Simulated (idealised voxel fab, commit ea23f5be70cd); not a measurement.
process module | voxel gate over fins
cross-section cut | 225 nm wide | cells 5 nm
A cross-section is a grid of square cells, given in bands from the top down. A band is one or more rows of cells.
Each band's line starts with the height of the band's top and of its bottom, in nm. Then come its materials from left to right, each with its width in nm. One material with "throughout" fills the band from edge to edge. "air" is empty space.
Height 0 is the level under which the wafer as received is all one material. The lowest band goes on downwards, as in "0 down".
A width such as "30 to 40" changes by the same amount from each row of cells to the next, from the band's top row to its bottom row.
"no change" after a step means that no cell of the cross-section changed.
closed voids: empty space of 8 cells or more with no open way to the top, each as width x height at its distance from the left edge, in nm
after a step's settings: what the simulator itself notes on the step
overlay nm, on a step with a mask: how far to the right of its planned place the mask lay; to the left if negative
plan
1 op RECEIVE | material Si
2 op CONFORMAL_DEP | material SiN | thk nm 10
3 op PATTERN | tone cover | mask id FINS | material resist | width nm 15 | pitch nm 45 | thk nm 15 | overlay nm 0
4 op DIRECTIONAL_ETCH | etch materials SiN | depth nm 10
5 op DIRECTIONAL_ETCH | etch materials Si | depth nm 30
6 op STRIP | etch materials resist
7 op OXIDIZE | depth nm 5
8 op FILL_DEP | material SiO2 | thk nm 5
9 op CMP | height nm 10
10 op SELECTIVE_ETCH | etch materials SiO2 | depth nm 25
11 op STRIP | etch materials SiN
12 op CONFORMAL_DEP | material HfO2 | thk nm 5
13 op CONFORMAL_DEP | material TiN | thk nm 5
14 op CONFORMAL_DEP | material TiAl | thk nm 5
15 op CONFORMAL_DEP | material TiN | thk nm 5
16 op FILL_DEP | material W | thk nm 10
17 op CMP | height nm 25
18 op CONFORMAL_DEP | material SiCN | thk nm 5
first wafer, as planned
as received, after step 1
  0 down: Si throughout
  closed voids: none
after step 2
  10 to 0: SiN throughout
  below 0: unchanged
after step 3
  25 to 10: air 80 | resist 15 | air 30 | resist 15 | air 85
  below 10: unchanged
after step 4
  25 to 10: air 80 | resist 15 | air 30 | resist 15 | air 85
  10 to 0: air 80 | SiN 15 | air 30 | SiN 15 | air 85
  below 0: unchanged
after step 5
  25 to 10: air 80 | resist 15 | air 30 | resist 15 | air 85
  10 to 0: air 80 | SiN 15 | air 30 | SiN 15 | air 85
  0 to -30: air 80 | Si 15 | air 30 | Si 15 | air 85
  below -30: unchanged
after step 6
  10 to 0: air 80 | SiN 15 | air 30 | SiN 15 | air 85
  below 0: unchanged
after step 7
  10 to 0: air 80 | SiN 15 | air 30 | SiN 15 | air 85
  0 to -30: air 80 | SiO2 5 | Si 5 | SiO2 5 | air 30 | SiO2 5 | Si 5 | SiO2 5 | air 85
  -30 to -35: SiO2 85 | Si 5 | SiO2 40 | Si 5 | SiO2 90
  below -35: unchanged
after step 8
  15 to 10: SiO2 throughout
  10 to 0: SiO2 80 | SiN 15 | SiO2 30 | SiN 15 | SiO2 85
  0 to -35: SiO2 85 | Si 5 | SiO2 40 | Si 5 | SiO2 90
  below -35: unchanged
after step 9
  10 to 0: SiO2 80 | SiN 15 | SiO2 30 | SiN 15 | SiO2 85
  below 0: unchanged
after step 10
  10 to 0: air 80 | SiN 15 | air 30 | SiN 15 | air 85
  0 to -15: air 85 | Si 5 | air 40 | Si 5 | air 90
  below -15: unchanged
after step 11
  0 to -15: air 85 | Si 5 | air 40 | Si 5 | air 90
  below -15: unchanged
after step 12
  5 to 0: air 80 | HfO2 15 | air 30 | HfO2 15 | air 85
  0 to -10: air 80 | HfO2 5 | Si 5 | HfO2 5 | air 30 | HfO2 5 | Si 5 | HfO2 5 | air 85
  -10 to -15: HfO2 85 | Si 5 | HfO2 40 | Si 5 | HfO2 90
  below -15: unchanged
after step 13
  10 to 5: air 75 | TiN 25 | air 20 | TiN 25 | air 80
  5 to 0: air 75 | TiN 5 | HfO2 15 | TiN 5 | air 20 | TiN 5 | HfO2 15 | TiN 5 | air 80
  0 to -5: air 75 | TiN 5 | HfO2 5 | Si 5 | HfO2 5 | TiN 5 | air 20 | TiN 5 | HfO2 5 | Si 5 | HfO2 5 | TiN 5 | air 80
  -5 to -10: TiN 80 | HfO2 5 | Si 5 | HfO2 5 | TiN 30 | HfO2 5 | Si 5 | HfO2 5 | TiN 85
  below -10: unchanged
after step 14
  15 to 10: air 70 | TiAl 35 | air 10 | TiAl 35 | air 75
  10 to 5: air 70 | TiAl 5 | TiN 25 | TiAl 5 | air 10 | TiAl 5 | TiN 25 | TiAl 5 | air 75
  5 to 0: air 70 | TiAl 5 | TiN 5 | HfO2 15 | TiN 5 | TiAl 5 | air 10 | TiAl 5 | TiN 5 | HfO2 15 | TiN 5 | TiAl 5 | air 75
  0 to -5: TiAl 75 | TiN 5 | HfO2 5 | Si 5 | HfO2 5 | TiN 5 | TiAl 20 | TiN 5 | HfO2 5 | Si 5 | HfO2 5 | TiN 5 | TiAl 80
  below -5: unchanged
after step 15
  20 to 15: air 65 | TiN 90 | air 70
  15 to 10: air 65 | TiN 5 | TiAl 35 | TiN 10 | TiAl 35 | TiN 5 | air 70
  10 to 5: air 65 | TiN 5 | TiAl 5 | TiN 25 | TiAl 5 | TiN 10 | TiAl 5 | TiN 25 | TiAl 5 | TiN 5 | air 70
  5 to 0: TiN 70 | TiAl 5 | TiN 5 | HfO2 15 | TiN 5 | TiAl 5 | TiN 10 | TiAl 5 | TiN 5 | HfO2 15 | TiN 5 | TiAl 5 | TiN 75
  below 0: unchanged
after step 16
  30 to 20: W throughout
  20 to 15: W 65 | TiN 90 | W 70
  15 to 10: W 65 | TiN 5 | TiAl 35 | TiN 10 | TiAl 35 | TiN 5 | W 70
  10 to 5: W 65 | TiN 5 | TiAl 5 | TiN 25 | TiAl 5 | TiN 10 | TiAl 5 | TiN 25 | TiAl 5 | TiN 5 | W 70
  below 5: unchanged
after step 17
  25 to 20: W throughout
  below 20: unchanged
after step 18
  30 to 25: SiCN throughout
  below 25: unchanged
second wafer: like start, like plan, one mistake. Through step 4 it matches the first wafer
when step 5 should have ended
  25 to 10: air 80 | resist 15 | air 30 | resist 15 | air 85
  10 to 0: air 80 | SiN 15 | air 30 | SiN 15 | air 85
  0 to -60: air 80 | Si 15 | air 30 | Si 15 | air 85
  below -60: unchanged
when step 6 should have ended
  10 to 0: air 80 | SiN 15 | air 30 | SiN 15 | air 85
  below 0: unchanged
when step 7 should have ended
  10 to 0: air 80 | SiN 15 | air 30 | SiN 15 | air 85
  0 to -60: air 80 | SiO2 5 | Si 5 | SiO2 5 | air 30 | SiO2 5 | Si 5 | SiO2 5 | air 85
  -60 to -65: SiO2 85 | Si 5 | SiO2 40 | Si 5 | SiO2 90
  below -65: unchanged
when step 8 should have ended
  15 to 10: SiO2 throughout
  10 to 0: SiO2 80 | SiN 15 | SiO2 30 | SiN 15 | SiO2 85
  0 to -65: SiO2 85 | Si 5 | SiO2 40 | Si 5 | SiO2 90
  below -65: unchanged
when step 9 should have ended
  10 to 0: SiO2 80 | SiN 15 | SiO2 30 | SiN 15 | SiO2 85
  below 0: unchanged
when step 10 should have ended
  10 to 0: air 80 | SiN 15 | air 30 | SiN 15 | air 85
  0 to -15: air 85 | Si 5 | air 40 | Si 5 | air 90
  below -15: unchanged
when step 11 should have ended
  0 to -15: air 85 | Si 5 | air 40 | Si 5 | air 90
  below -15: unchanged
when step 12 should have ended
  5 to 0: air 80 | HfO2 15 | air 30 | HfO2 15 | air 85
  0 to -10: air 80 | HfO2 5 | Si 5 | HfO2 5 | air 30 | HfO2 5 | Si 5 | HfO2 5 | air 85
  -10 to -15: HfO2 85 | Si 5 | HfO2 40 | Si 5 | HfO2 90
  below -15: unchanged
when step 13 should have ended
  10 to 5: air 75 | TiN 25 | air 20 | TiN 25 | air 80
  5 to 0: air 75 | TiN 5 | HfO2 15 | TiN 5 | air 20 | TiN 5 | HfO2 15 | TiN 5 | air 80
  0 to -5: air 75 | TiN 5 | HfO2 5 | Si 5 | HfO2 5 | TiN 5 | air 20 | TiN 5 | HfO2 5 | Si 5 | HfO2 5 | TiN 5 | air 80
  -5 to -10: TiN 80 | HfO2 5 | Si 5 | HfO2 5 | TiN 30 | HfO2 5 | Si 5 | HfO2 5 | TiN 85
  below -10: unchanged
when step 14 should have ended
  15 to 10: air 70 | TiAl 35 | air 10 | TiAl 35 | air 75
  10 to 5: air 70 | TiAl 5 | TiN 25 | TiAl 5 | air 10 | TiAl 5 | TiN 25 | TiAl 5 | air 75
  5 to 0: air 70 | TiAl 5 | TiN 5 | HfO2 15 | TiN 5 | TiAl 5 | air 10 | TiAl 5 | TiN 5 | HfO2 15 | TiN 5 | TiAl 5 | air 75
  0 to -5: TiAl 75 | TiN 5 | HfO2 5 | Si 5 | HfO2 5 | TiN 5 | TiAl 20 | TiN 5 | HfO2 5 | Si 5 | HfO2 5 | TiN 5 | TiAl 80
  below -5: unchanged
when step 15 should have ended
  20 to 15: air 65 | TiN 90 | air 70
  15 to 10: air 65 | TiN 5 | TiAl 35 | TiN 10 | TiAl 35 | TiN 5 | air 70
  10 to 5: air 65 | TiN 5 | TiAl 5 | TiN 25 | TiAl 5 | TiN 10 | TiAl 5 | TiN 25 | TiAl 5 | TiN 5 | air 70
  5 to 0: TiN 70 | TiAl 5 | TiN 5 | HfO2 15 | TiN 5 | TiAl 5 | TiN 10 | TiAl 5 | TiN 5 | HfO2 15 | TiN 5 | TiAl 5 | TiN 75
  below 0: unchanged
when step 16 should have ended
  30 to 20: W throughout
  20 to 15: W 65 | TiN 90 | W 70
  15 to 10: W 65 | TiN 5 | TiAl 35 | TiN 10 | TiAl 35 | TiN 5 | W 70
  10 to 5: W 65 | TiN 5 | TiAl 5 | TiN 25 | TiAl 5 | TiN 10 | TiAl 5 | TiN 25 | TiAl 5 | TiN 5 | W 70
  below 5: unchanged
when step 17 should have ended
  25 to 20: W throughout
  below 20: unchanged
when step 18 should have ended
  30 to 25: SiCN throughout
  below 25: unchanged
what went wrong: step 5 was run twice
at the end the second wafer has, in cells: 258 fewer of Si | 258 more of SiO2
